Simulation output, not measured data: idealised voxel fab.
This section sets out a process module, namely voxel self aligned vias.
Square cells of 5 nm make up the cross-section cut, whose width is 260 nm.
If you're reading a cross-section in this doc, picture square cells in a grid; it comes to you as bands, top ones listed first down to the bottom, and a band can be one or more rows of cells.
Band: top and bottom heights (nm) first, top before bottom; then materials from left to right, widths in nm. "full width" marks a sole material filling the band edge to edge. "empty" denotes empty space.
Heights from 0 (as-received wafer is one material below). Bottom band endless downward, as "top 0, no bottom".
With a width like "30..40", each row of cells in the band differs from the next by the same amount, the top row carrying the first number and the bottom row the second.
No cell of the cross-section changed in a step that is given as "no change".
Enclosed voids (no open way to top), threshold 8 cells or more, entry "Trapped cavities", notation width x height at distance, distance from left edge, nm.
Past the settings on a step's line: simulator remark, on that step.
"overlay nm" on a masked step: distance the mask lay right of its planned place, negative for left.

# The steps planned for the process are as follows
1. RECEIVE (material Si)
2. CONFORMAL_DEP (material SiO2; thk nm 10)
3. CONFORMAL_DEP (material SiCN; thk nm 5)
4. DIRECTIONAL_DEP (material lowk; thk nm 30)
5. DIRECTIONAL_DEP (material aC; thk nm 15)
6. PATTERN (tone open; mask id LINES; material resist; width nm 20; pitch nm 60; thk nm 30; overlay nm 0)
7. DIRECTIONAL_ETCH (etch materials aC; depth nm 15)
8. STRIP (etch materials resist)
9. DIRECTIONAL_ETCH (etch materials lowk; depth nm 30)
10. STRIP (etch materials aC)
11. CONFORMAL_DEP (material TiN; thk nm 5)
12. FILL_DEP (material Ru; thk nm 5)
13. CMP (height nm 45)
14. SELECTIVE_ETCH (etch materials W Ru TiN; depth nm 5)
15. FILL_DEP (material SiN; thk nm 5)
16. CMP (height nm 45)
17. DIRECTIONAL_DEP (material lowk; thk nm 20)
18. MASKED_ETCH (tone open; mask id VIAS; width nm 40; pitch nm 60; etch materials lowk; depth nm 20; overlay nm 0)
19. MASKED_ETCH (tone open; mask id VIAS; width nm 40; pitch nm 60; etch materials SiN; depth nm 5; overlay nm 0)
20. CONFORMAL_DEP (material TiN; thk nm 5)
21. FILL_DEP (material W; thk nm 5)
22. CMP (height nm 65)
23. CONFORMAL_DEP (material SiN; thk nm 5)

# Here's what the wafer looked like in cross-section when it arrived - that's after step 1
top 0, no bottom | Si full width
Trapped cavities: none

# Cross-sectional view of the first of the two wafers upon completion of the module, processed in accordance with the plan
top 70, bottom 65 | SiN full width
top 65, bottom 50 | lowk 80 nm / TiN 5 nm / W 30 nm / TiN 5 nm / lowk 20 nm / TiN 5 nm / W 30 nm / TiN 5 nm / lowk 80 nm
top 50, bottom 45 | lowk 80 nm / TiN 15 nm / W 10 nm / TiN 15 nm / lowk 20 nm / TiN 15 nm / W 10 nm / TiN 15 nm / lowk 80 nm
top 45, bottom 40 | lowk 90 nm / TiN 20 nm / lowk 40 nm / TiN 20 nm / lowk 90 nm
top 40, bottom 20 | lowk 90 nm / TiN 5 nm / Ru 10 nm / TiN 5 nm / lowk 40 nm / TiN 5 nm / Ru 10 nm / TiN 5 nm / lowk 90 nm
top 20, bottom 15 | lowk 90 nm / TiN 20 nm / lowk 40 nm / TiN 20 nm / lowk 90 nm
top 15, bottom 10 | SiCN full width
top 10, bottom 0 | SiO2 full width
top 0, no bottom | Si full width
Trapped cavities: none

# The second wafer, shown in cross-section after the module: started the same way as the first and given the same plan, yet one mistake crept into how it was run
top 70, bottom 65 | SiN full width
top 65, bottom 45 | lowk 80 nm / TiN 5 nm / W 30 nm / TiN 5 nm / lowk 20 nm / TiN 5 nm / W 30 nm / TiN 5 nm / lowk 80 nm
top 45, bottom 40 | lowk 80 nm / TiN 40 nm / lowk 20 nm / TiN 40 nm / lowk 80 nm
top 40, bottom 25 | lowk 80 nm / TiN 15 nm / Ru 10 nm / TiN 15 nm / lowk 20 nm / TiN 15 nm / Ru 10 nm / TiN 15 nm / lowk 80 nm
top 25, bottom 20 | lowk 90 nm / TiN 5 nm / Ru 10 nm / TiN 5 nm / lowk 40 nm / TiN 5 nm / Ru 10 nm / TiN 5 nm / lowk 90 nm
top 20, bottom 15 | lowk 90 nm / TiN 20 nm / lowk 40 nm / TiN 20 nm / lowk 90 nm
top 15, bottom 10 | SiCN full width
top 10, bottom 0 | SiO2 full width
top 0, no bottom | Si full width
Trapped cavities: none
Nonconformance to the process plan: heads up, step 18 of the plan got done twice
Final wafer comparison in cells, second versus first, more or fewer per material: TiN: 24 more; W: 8 more; lowk: 32 fewer
